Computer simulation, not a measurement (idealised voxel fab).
process module | voxel released beams
cross-section cut | 220 nm wide | cells 5 nm
A cross-section is a grid of square cells, given in bands from the top down. A band is one or more rows of cells.
Each band's line starts with the height of the band's top and of its bottom, in nm. Then come its materials from left to right, each with its width in nm. One material with "throughout" fills the band from edge to edge. "air" is empty space.
Height 0 is the level under which the wafer as received is all one material. The lowest band goes on downwards, as in "0 down".
A width such as "30 to 40" changes by the same amount from each row of cells to the next, from the band's top row to its bottom row.
"no change" after a step means that no cell of the cross-section changed.
closed voids: empty space of 8 cells or more with no open way to the top, each as width x height at its distance from the left edge, in nm
after a step's settings: what the simulator itself notes on the step
overlay nm, on a step with a mask: how far to the right of its planned place the mask lay; to the left if negative
plan
1 op RECEIVE | material Si
2 op CONFORMAL_DEP | material Al2O3 | thk nm 10
3 op DIRECTIONAL_DEP | material SiO2 | thk nm 20
4 op DIRECTIONAL_DEP | material aC | thk nm 10
5 op PATTERN | tone open | mask id ANCHOR | material resist | width nm 45 | thk nm 25 | overlay nm 0
6 op DIRECTIONAL_ETCH | etch materials aC | depth nm 10
7 op STRIP | etch materials resist
8 op DIRECTIONAL_ETCH | etch materials SiO2 | depth nm 20
9 op STRIP | etch materials aC
10 op CONFORMAL_DEP | material polySi | thk nm 15
11 op PATTERN | tone cover | mask id BEAM | material resist | width nm 130 | thk nm 15 | overlay nm 0
12 op DIRECTIONAL_ETCH | etch materials polySi | depth nm 15
13 op STRIP | etch materials resist
14 op STRIP | etch materials SiO2
as received, after step 1
  0 down: Si throughout
  closed voids: none
first wafer at the end, as planned
  45 to 30: air 40 | polySi 20 | air 15 | polySi 95 | air 50
  30 to 25: air 45 | polySi 15 | air 15 | polySi 15 | air 130
  25 to 10: air 45 | polySi 45 | air 130
  10 to 0: Al2O3 throughout
  0 down: Si throughout
  closed voids: none
second wafer at the end: like start, like plan, one mistake
  45 to 30: air 40 | polySi 15 | air 25 | polySi 90 | air 50
  30 to 25: air 40 | polySi 15 | air 25 | polySi 15 | air 125
  25 to 10: air 40 | polySi 55 | air 125
  10 to 0: Al2O3 throughout
  0 down: Si throughout
  closed voids: none
what went wrong: step 5 ran as: op PATTERN | tone open | mask id ANCHOR | material resist | width nm 55 | thk nm 25 | overlay nm 0
at the end the second wafer has, in cells: as many of each material as the first, in other places
